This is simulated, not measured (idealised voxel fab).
A process module follows: voxel self aligned contacts.
215 nm wide, 5 nm square cells: that's cross-section cut.
This document writes a cross-section as a grid whose cells are square, and gives it as bands, listed from the top down; one or more rows of cells form a band. This entry defines a band. It first specifies the height of the band's top and the height of its bottom in nm, and then specifies the band's materials from left to right, stating each material with its width in nm. The word "all across" identifies a single material that fills the band from edge to edge, while the word "empty" identifies empty space. The level at which height equals 0 is the one under which the wafer, as it arrives, is entirely one material. No lower edge exists for the bottom band, which continues downward and is notated as in "0 down". Think of "30..40" as a width that walks from the first number to the second as you go down the band, top row to bottom row, taking equal-sized steps from row to row. Take "no modification" at face value: in the step it is given for, the cross-section changed in none of its cells. "Unvented cavities" means: voids of 8 cells or more that are shut off from the top with no open way through. Written width x height at distance, distance from the left edge, in nm. On each step's line, the part that comes after the settings is the simulator's own comment on the step. On any step carrying a mask, the "overlay nm" setting, if present on the step's line, tells how far right of its planned place the mask lay; negative values point to the left.

**Process steps (planned)**
1 op RECEIVE | material Si
2 op OXIDIZE | depth nm 5
3 op DIRECTIONAL_DEP | material polySi | thk nm 30
4 op DIRECTIONAL_DEP | material SiN | thk nm 20
5 op DIRECTIONAL_DEP | material aC | thk nm 10
6 op PATTERN | tone cover | mask id GATE | material resist | width nm 25 | pitch nm 60 | thk nm 25 | overlay nm 0
7 op DIRECTIONAL_ETCH | etch materials aC | depth nm 10
8 op STRIP | etch materials resist
9 op DIRECTIONAL_ETCH | etch materials SiN | depth nm 20
10 op DIRECTIONAL_ETCH | etch materials polySi | depth nm 30
11 op STRIP | etch materials aC
12 op CONFORMAL_DEP | material SiN | thk nm 5
13 op DIRECTIONAL_ETCH | etch materials SiN | depth nm 5
14 op FILL_DEP | material SiO2 | thk nm 10
15 op CMP | height nm 55
16 op PATTERN | tone open | mask id CONTACT | material resist | width nm 35 | thk nm 15 | overlay nm 0
17 op DIRECTIONAL_ETCH | etch materials SiO2 | depth nm 60
18 op STRIP | etch materials resist
19 op CONFORMAL_DEP | material TiN | thk nm 5
20 op FILL_DEP | material Ru | thk nm 10
21 op CMP | height nm 55
22 op CONFORMAL_DEP | material SiN | thk nm 5
It is noted that the wafers described herein are identical at the outset and are distinguished by the width nm of step 16; the value stated in the plan corresponds to the first wafer.

**So this is the first of several wafers, cross-sectioned as it came to us, meaning it's at the end of step 1**
	0 down = Si all across
	Unvented cavities: none

**End of module, by wafer: material-by-material cell gain (+) or loss (-) since receipt, then closed voids**
width nm 35 | +33 Ru | -43 Si | +123 SiN | +314 SiO2 | +29 TiN | +60 polySi | Unvented cavities: none
width nm 40 | +33 Ru | -43 Si | +123 SiN | +313 SiO2 | +30 TiN | +60 polySi | Unvented cavities: none
width nm 45 | +33 Ru | -43 Si | +123 SiN | +312 SiO2 | +31 TiN | +60 polySi | Unvented cavities: none
width nm 50 | +33 Ru | -43 Si | +123 SiN | +311 SiO2 | +32 TiN | +60 polySi | Unvented cavities: none
width nm 55 | +33 Ru | -43 Si | +123 SiN | +310 SiO2 | +33 TiN | +60 polySi | Unvented cavities: none
width nm 60 | +33 Ru | -43 Si | +123 SiN | +309 SiO2 | +34 TiN | +60 polySi | Unvented cavities: none
